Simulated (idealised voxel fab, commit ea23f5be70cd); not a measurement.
A process module follows: voxel transistor to metal.
For reference, the cross-section in this document is cut, with width 180 nm and square cells of 5 nm.
A cross-section is a grid of square cells, given in bands from the top down. A band is one or more rows of cells. Basically the band line says how high the top is and how high the bottom is, in nm, and then what's in it from left to right, every material with its width in nm. Empty space shows up as "blank", and if a single material carries "throughout" it runs the full band edge to edge. Measure heights from 0. That's the level where, below it, the as-received wafer is all one material. The lowest band is bottomless and extends downward; write it as in "0 -> down". Read "30..40" as a graded width: first number on top, second number at the bottom, same change between each pair of neighbouring rows. The designation "same as before", where it is given for a processing step, indicates that no cell of the cross-section was altered in the course of that step. Each empty space that has no open way to the top and spans at least 8 cells appears under "Closed internal cavities" as width x height at distance, the distance counted from the left edge, all in nm. The remark found on a step's line after its settings is issued by the simulator itself and pertains to that step. overlay nm: on a step with a mask, how far right of its planned place the mask lay; negative means left.
Process steps - plan
1. RECEIVE (material Si)
2. OXIDIZE (depth nm 5)
3. CONFORMAL_DEP (material SiN; thk nm 10)
4. DIRECTIONAL_DEP (material aC; thk nm 15)
5. PATTERN (tone cover; mask id ACTIVE; material resist; width nm 125; thk nm 35; overlay nm 0)
6. DIRECTIONAL_ETCH (etch materials aC; depth nm 15)
7. STRIP (etch materials resist)
8. DIRECTIONAL_ETCH (etch materials SiN; depth nm 10)
9. DIRECTIONAL_ETCH (etch materials SiO2; depth nm 5)
10. DIRECTIONAL_ETCH (etch materials Si; depth nm 35)
11. STRIP (etch materials aC)
12. OXIDIZE (depth nm 5)
13. FILL_DEP (material SiO2; thk nm 5)
14. CMP (height nm 10)
15. SELECTIVE_ETCH (etch materials SiO2; depth nm 5)
16. STRIP (etch materials SiN)
17. SELECTIVE_ETCH (etch materials SiO2; depth nm 5)
18. OXIDIZE (depth nm 5)
19. DIRECTIONAL_DEP (material polySi; thk nm 25)
20. DIRECTIONAL_DEP (material SiCN; thk nm 15)
21. DIRECTIONAL_DEP (material aC; thk nm 10)
22. PATTERN (tone cover; mask id GATE; material resist; width nm 35; thk nm 30; overlay nm 0)
23. DIRECTIONAL_ETCH (etch materials aC; depth nm 10)
24. STRIP (etch materials resist)
25. DIRECTIONAL_ETCH (etch materials SiCN; depth nm 25)
26. DIRECTIONAL_ETCH (etch materials polySi; depth nm 35)
27. STRIP (etch materials aC)
28. CONFORMAL_DEP (material SiN; thk nm 5)
29. DIRECTIONAL_ETCH (etch materials SiN; depth nm 5)
30. DIRECTIONAL_ETCH (etch materials SiO2; depth nm 5)
31. DIRECTIONAL_ETCH (etch materials Si; depth nm 5)
32. EPI (material pSi; thk nm 10)
33. FILL_DEP (material SiO2; thk nm 10)
34. CMP (height nm 20)
35. STRIP (etch materials polySi)
36. SELECTIVE_ETCH (etch materials SiO2; depth nm 5)
37. CONFORMAL_DEP (material HfO2; thk nm 5)
38. CONFORMAL_DEP (material TiN; thk nm 5)
39. FILL_DEP (material W; thk nm 10)
40. CMP (height nm 15)
41. DIRECTIONAL_DEP (material SiO2; thk nm 10)
42. MASKED_ETCH (tone open; mask id CONTACT; width nm 15; pitch nm 90; etch materials SiO2; depth nm 30; overlay nm 0)
43. CONFORMAL_DEP (material TiN; thk nm 5)
44. FILL_DEP (material W; thk nm 5)
45. CMP (height nm 25)
46. CONFORMAL_DEP (material SiN; thk nm 5)
47. DIRECTIONAL_DEP (material lowk; thk nm 20)
48. PATTERN (tone open; mask id METAL_1; material resist; width nm 15; pitch nm 90; thk nm 15; overlay nm 0)
49. DIRECTIONAL_ETCH (etch materials lowk; depth nm 20)
50. DIRECTIONAL_ETCH (etch materials SiN; depth nm 5)
51. STRIP (etch materials resist)
52. CONFORMAL_DEP (material TiN; thk nm 5)
53. FILL_DEP (material Cu; thk nm 5)
54. CMP (height nm 50)
55. EPI (material Ru; thk nm 5)
56. FILL_DEP (material SiCN; thk nm 5)
Cross-section of the wafer as it came to us, i.e., already through step 1
  0 -> down | Si throughout
  Closed internal cavities: none
Final cross-section, module run with one mistake (start and plan as above)
  60 -> 55 | SiCN throughout
  55 -> 50 | SiCN 30 nm, then Ru 25 nm, then SiCN 65 nm, then Ru 25 nm, then SiCN 35 nm
  50 -> 30 | lowk 35 nm, then TiN 5 nm, then Cu 5 nm, then TiN 5 nm, then lowk 75 nm, then TiN 5 nm, then Cu 5 nm, then TiN 5 nm, then lowk 40 nm
  30 -> 25 | SiN 35 nm, then TiN 15 nm, then SiN 75 nm, then TiN 15 nm, then SiN 40 nm
  25 -> 15 | SiO2 35 nm, then TiN 5 nm, then W 5 nm, then TiN 5 nm, then SiO2 75 nm, then TiN 5 nm, then W 5 nm, then TiN 5 nm, then SiO2 40 nm
  15 -> 0 | SiO2 35 nm, then TiN 5 nm, then W 5 nm, then TiN 5 nm, then SiO2 15 nm, then SiN 5 nm, then TiN 5 nm, then W 25 nm, then TiN 5 nm, then SiN 5 nm, then SiO2 15 nm, then TiN 5 nm, then W 5 nm, then TiN 5 nm, then SiO2 40 nm
  0 -> -5 | SiO2 20 nm, then SiN 5 nm, then SiO2 10 nm, then TiN 15 nm, then SiO2 5 nm, then pSi 10 nm, then SiN 5 nm, then TiN 5 nm, then W 25 nm, then TiN 5 nm, then SiN 5 nm, then pSi 10 nm, then SiO2 5 nm, then TiN 15 nm, then SiO2 10 nm, then SiN 5 nm, then SiO2 25 nm
  -5 -> -10 | SiO2 25 nm, then pSi 40 nm, then TiN 45 nm, then pSi 40 nm, then SiO2 30 nm
  -10 -> -15 | SiO2 30 nm, then pSi 35 nm, then Si 45 nm, then pSi 35 nm, then SiO2 35 nm
  -15 -> -45 | SiO2 30 nm, then Si 115 nm, then SiO2 35 nm
  -45 -> down | Si throughout
  Closed internal cavities: none
what went wrong: the run left out plan step 37 entirely, so it was never executed
